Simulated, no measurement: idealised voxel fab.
Process module name: voxel transistor to metal
Shown is cross-section cut, with a width of 300 nm and square cells of size 5 nm.
A cross-section is a grid of square cells, given in bands from the top down. A band is one or more rows of cells.
What a band's entry tells you: where the top is and where the bottom is, as heights in nm, and after that what lies inside, material by material from left to right, each with its width in nm. Empty space is written as the word "empty", and a single material marked with the word "all across" occupies the band from edge to edge.
Basically, 0 is our baseline, since under it the wafer straight out of the box is all one material. The bottom band has no lower end and keeps on going down, so it looks like "top 0, no bottom".
You'd read "30..40" like this: the band's top row of cells is as wide as the first number, its bottom row is as wide as the second, and going down, every row changes width by the same amount as the row before did.
It should be understood that the words "no modifications", when stated for a given step, signify that the cross-section underwent no change in any of its cells during that step.
If an empty space has no open way to the top and is at least 8 cells in size, "Tabulated closed voids" lists it, written width x height at distance, where distance is measured from the left edge and every value is in nm.
Step line, after settings: the simulator's comment on this step.
overlay nm: mask offset rightward from planned place, masked step; negative means leftward offset.

## Here's what the planned process steps look like
1 RECEIVE,material Si
2 CONFORMAL_DEP,material SiO2,thk nm 5
3 CONFORMAL_DEP,material SiN,thk nm 15
4 MASKED_ETCH,tone cover,mask id ACTIVE,width nm 105,pitch nm 125,etch materials SiN,depth nm 15,overlay nm 0
5 MASKED_ETCH,tone cover,mask id ACTIVE,width nm 105,pitch nm 125,etch materials SiO2,depth nm 5,overlay nm 0
6 MASKED_ETCH,tone cover,mask id ACTIVE,width nm 105,pitch nm 125,etch materials Si,depth nm 30,overlay nm 0
7 OXIDIZE,depth nm 5
8 FILL_DEP,material SiO2,thk nm 15
9 CMP,height nm 20
10 SELECTIVE_ETCH,etch materials SiO2,depth nm 10
11 STRIP,etch materials SiN
12 SELECTIVE_ETCH,etch materials SiO2,depth nm 5
13 OXIDIZE,depth nm 5
14 DIRECTIONAL_DEP,material polySi,thk nm 30
15 DIRECTIONAL_DEP,material SiCN,thk nm 15
16 DIRECTIONAL_DEP,material aC,thk nm 10
17 PATTERN,tone cover,mask id GATE,material resist,width nm 25,pitch nm 125,thk nm 25,overlay nm 0
18 DIRECTIONAL_ETCH,etch materials aC,depth nm 10
19 STRIP,etch materials resist
20 DIRECTIONAL_ETCH,etch materials SiCN,depth nm 25
21 DIRECTIONAL_ETCH,etch materials polySi,depth nm 40
22 STRIP,etch materials aC
23 CONFORMAL_DEP,material SiN,thk nm 5
24 DIRECTIONAL_ETCH,etch materials SiN,depth nm 5
25 DIRECTIONAL_ETCH,etch materials SiO2,depth nm 5
26 DIRECTIONAL_ETCH,etch materials Si,depth nm 15
27 EPI,material pSi,thk nm 20
28 FILL_DEP,material SiO2,thk nm 5
29 CMP,height nm 30
30 STRIP,etch materials polySi
31 SELECTIVE_ETCH,etch materials SiO2,depth nm 5
32 CONFORMAL_DEP,material HfO2,thk nm 5
33 CONFORMAL_DEP,material TiN,thk nm 5
34 FILL_DEP,material W,thk nm 5
35 CMP,height nm 25
36 DIRECTIONAL_DEP,material SiO2,thk nm 10
37 DIRECTIONAL_DEP,material aC,thk nm 10
38 PATTERN,tone open,mask id CONTACT,material resist,width nm 20,thk nm 25,overlay nm 0
39 DIRECTIONAL_ETCH,etch materials aC,depth nm 10
40 STRIP,etch materials resist
41 DIRECTIONAL_ETCH,etch materials SiO2,depth nm 35
42 STRIP,etch materials aC
43 CONFORMAL_DEP,material TiN,thk nm 5
44 FILL_DEP,material Ru,thk nm 10
45 CMP,height nm 35
46 DIRECTIONAL_DEP,material TiN,thk nm 5
47 DIRECTIONAL_DEP,material Ru,thk nm 15
48 MASKED_ETCH,tone cover,mask id METAL_1,width nm 20,etch materials Ru,depth nm 15,overlay nm 0
49 MASKED_ETCH,tone cover,mask id METAL_1,width nm 20,etch materials TiN,depth nm 5,overlay nm 0
50 CONFORMAL_DEP,material SiN,thk nm 5
51 FILL_DEP,material SiO2,thk nm 10
52 CMP,height nm 55
53 CONFORMAL_DEP,material SiCN,thk nm 5
54 DIRECTIONAL_DEP,material lowk,thk nm 30
55 DIRECTIONAL_DEP,material aC,thk nm 10
56 PATTERN,tone open,mask id METAL_2_HOLES,material resist,width nm 15,pitch nm 125,thk nm 30,overlay nm 0
57 DIRECTIONAL_ETCH,etch materials aC,depth nm 10
58 STRIP,etch materials resist
59 DIRECTIONAL_ETCH,etch materials lowk,depth nm 30
60 STRIP,etch materials aC
61 PATTERN,tone open,mask id METAL_2,material resist,width nm 20,pitch nm 125,thk nm 20,overlay nm 0
62 DIRECTIONAL_ETCH,etch materials lowk,depth nm 15
63 DIRECTIONAL_ETCH,etch materials SiCN,depth nm 5
64 STRIP,etch materials resist
65 CONFORMAL_DEP,material TiN,thk nm 5
66 FILL_DEP,material Cu,thk nm 10
67 CMP,height nm 90
68 CONFORMAL_DEP,material SiCN,thk nm 5

## Cross-section of the wafer at receipt, which is the condition after step 1
    top 0, no bottom = Si all across
    Tabulated closed voids: none

## End-of-module cross-section of the first of two wafers, processed as planned
    top 95, bottom 90 = SiCN all across
    top 90, bottom 80 = lowk (40), TiN (5), Cu (10), TiN (5), lowk (105), TiN (5), Cu (10), TiN (5), lowk (115)
    top 80, bottom 75 = lowk (40), TiN (5), Cu (5), TiN (10), lowk (105), TiN (5), Cu (5), TiN (10), lowk (115)
    top 75, bottom 60 = lowk (40), TiN (5), Cu (5), TiN (5), lowk (110), TiN (5), Cu (5), TiN (5), lowk (120)
    top 60, bottom 55 = SiCN (40), TiN (15), SiCN (110), TiN (15), SiCN (120)
    top 55, bottom 40 = SiO2 (35), SiN (5), Ru (20), SiN (5), SiO2 (45), SiN (5), Ru (20), SiN (5), SiO2 (20), SiN (5), Ru (20), SiN (5), SiO2 (45), SiN (5), Ru (20), SiN (5), SiO2 (35)
    top 40, bottom 35 = SiN (40), TiN (20), SiN (55), TiN (20), SiN (30), TiN (20), SiN (55), TiN (20), SiN (40)
    top 35, bottom 25 = SiO2 (40), TiN (5), Ru (10), TiN (5), SiO2 (55), TiN (5), Ru (10), TiN (5), SiO2 (30), TiN (5), Ru (10), TiN (5), SiO2 (55), TiN (5), Ru (10), TiN (5), SiO2 (40)
    top 25, bottom 20 = SiO2 (40), TiN (5), Ru (10), TiN (5), SiO2 (10), SiN (5), HfO2 (5), TiN (5), W (5), TiN (5), HfO2 (5), SiN (5), SiO2 (10), TiN (5), Ru (10), TiN (5), SiO2 (30), TiN (5), Ru (10), TiN (5), SiO2 (10), SiN (5), HfO2 (5), TiN (5), W (5), TiN (5), HfO2 (5), SiN (5), SiO2 (10), TiN (5), Ru (10), TiN (5), SiO2 (40)
    top 20, bottom 15 = SiO2 (40), TiN (20), SiO2 (10), SiN (5), HfO2 (5), TiN (5), W (5), TiN (5), HfO2 (5), SiN (5), SiO2 (10), TiN (20), SiO2 (30), TiN (20), SiO2 (10), SiN (5), HfO2 (5), TiN (5), W (5), TiN (5), HfO2 (5), SiN (5), SiO2 (10), TiN (20), SiO2 (40)
    top 15, bottom 5 = SiO2 (40), TiN (10), pSi (20), SiN (5), HfO2 (5), TiN (5), W (5), TiN (5), HfO2 (5), SiN (5), pSi (20), TiN (10), SiO2 (30), TiN (10), pSi (20), SiN (5), HfO2 (5), TiN (5), W (5), TiN (5), HfO2 (5), SiN (5), pSi (20), TiN (10), SiO2 (40)
    top 5, bottom 0 = SiO2 (30), SiN (5), SiO2 (5), TiN (10), pSi (20), SiN (5), HfO2 (5), TiN (15), HfO2 (5), SiN (5), pSi (20), TiN (10), SiO2 (5), SiN (5), SiO2 (10), SiN (5), SiO2 (5), TiN (10), pSi (20), SiN (5), HfO2 (5), TiN (15), HfO2 (5), SiN (5), pSi (20), TiN (10), SiO2 (5), SiN (5), SiO2 (30)
    top 0, bottom -5 = SiO2 (35), pSi (35), HfO2 (35), pSi (35), SiO2 (20), pSi (35), HfO2 (35), pSi (35), SiO2 (35)
    top -5, bottom -20 = SiO2 (40), pSi (30), Si (35), pSi (30), SiO2 (30), pSi (30), Si (35), pSi (30), SiO2 (40)
    top -20, bottom -35 = SiO2 (40), Si (95), SiO2 (30), Si (95), SiO2 (40)
    top -35, no bottom = Si all across
    Tabulated closed voids: none

## This cross-section belongs to the second wafer of two at the end of the module; the start and the plan were shared with the first, and the run included one mistake
    top 95, bottom 90 = SiCN all across
    top 90, bottom 80 = lowk (40), TiN (5), Cu (10), TiN (5), lowk (105), TiN (5), Cu (10), TiN (5), lowk (115)
    top 80, bottom 75 = lowk (40), TiN (5), Cu (5), TiN (10), lowk (105), TiN (5), Cu (5), TiN (10), lowk (115)
    top 75, bottom 60 = lowk (40), TiN (5), Cu (5), TiN (5), lowk (110), TiN (5), Cu (5), TiN (5), lowk (120)
    top 60, bottom 55 = SiCN (40), TiN (15), SiCN (110), TiN (15), SiCN (120)
    top 55, bottom 40 = SiO2 (35), SiN (5), Ru (20), SiN (5), SiO2 (45), SiN (5), Ru (20), SiN (5), SiO2 (20), SiN (5), Ru (20), SiN (5), SiO2 (45), SiN (5), Ru (20), SiN (5), SiO2 (35)
    top 40, bottom 35 = SiN (40), TiN (20), SiN (55), TiN (20), SiN (30), TiN (20), SiN (55), TiN (20), SiN (40)
    top 35, bottom 25 = SiO2 (40), TiN (5), Ru (10), TiN (5), SiO2 (55), TiN (5), Ru (10), TiN (5), SiO2 (30), TiN (5), Ru (10), TiN (5), SiO2 (55), TiN (5), Ru (10), TiN (5), SiO2 (40)
    top 25, bottom 20 = SiO2 (40), TiN (5), Ru (10), TiN (5), SiO2 (10), SiN (5), HfO2 (5), TiN (5), W (5), TiN (5), HfO2 (5), SiN (5), SiO2 (10), TiN (5), Ru (10), TiN (5), SiO2 (30), TiN (5), Ru (10), TiN (5), SiO2 (10), SiN (5), HfO2 (5), TiN (5), W (5), TiN (5), HfO2 (5), SiN (5), SiO2 (10), TiN (5), Ru (10), TiN (5), SiO2 (40)
    top 20, bottom 15 = SiO2 (40), TiN (20), SiO2 (10), SiN (5), HfO2 (5), TiN (5), W (5), TiN (5), HfO2 (5), SiN (5), SiO2 (10), TiN (20), SiO2 (30), TiN (20), SiO2 (10), SiN (5), HfO2 (5), TiN (5), W (5), TiN (5), HfO2 (5), SiN (5), SiO2 (10), TiN (20), SiO2 (40)
    top 15, bottom 5 = SiO2 (40), TiN (10), pSi (20), SiN (5), HfO2 (5), TiN (5), W (5), TiN (5), HfO2 (5), SiN (5), pSi (20), TiN (10), SiO2 (30), TiN (10), pSi (20), SiN (5), HfO2 (5), TiN (5), W (5), TiN (5), HfO2 (5), SiN (5), pSi (20), TiN (10), SiO2 (40)
    top 5, bottom 0 = SiO2 (20), SiN (5), SiO2 (10), pSi (35), SiN (5), HfO2 (5), TiN (15), HfO2 (5), SiN (5), pSi (35), SiO2 (20), pSi (35), SiN (5), HfO2 (5), TiN (15), HfO2 (5), SiN (5), pSi (35), SiO2 (10), SiN (5), SiO2 (20)
    top 0, bottom -5 = SiO2 (20), SiN (5), SiO2 (10), SiN (5), pSi (30), HfO2 (35), pSi (30), SiN (5), SiO2 (20), SiN (5), pSi (30), HfO2 (35), pSi (30), SiN (5), SiO2 (10), SiN (5), SiO2 (20)
    top -5, bottom -10 = SiO2 (20), SiN (5), SiO2 (10), SiN (5), SiO2 (5), pSi (25), Si (35), pSi (25), SiO2 (5), SiN (5), SiO2 (20), SiN (5), SiO2 (5), pSi (25), Si (35), pSi (25), SiO2 (5), SiN (5), SiO2 (10), SiN (5), SiO2 (20)
    top -10, bottom -15 = SiO2 (45), pSi (25), Si (35), pSi (25), SiO2 (40), pSi (25), Si (35), pSi (25), SiO2 (45)
    top -15, bottom -20 = SiO2 (40), Si (5), pSi (25), Si (35), pSi (25), Si (5), SiO2 (30), Si (5), pSi (25), Si (35), pSi (25), Si (5), SiO2 (40)
    top -20, bottom -35 = SiO2 (40), Si (95), SiO2 (30), Si (95), SiO2 (40)
    top -35, no bottom = Si all across
    Tabulated closed voids: none
Against the plan, the run slipped here: steps 10 and 11 traded places in the executed sequence
End check, counted in cells, second wafer has more or fewer of these materials than the first: Si +4, SiN +10, SiO2 -2, TiN -8, pSi -4
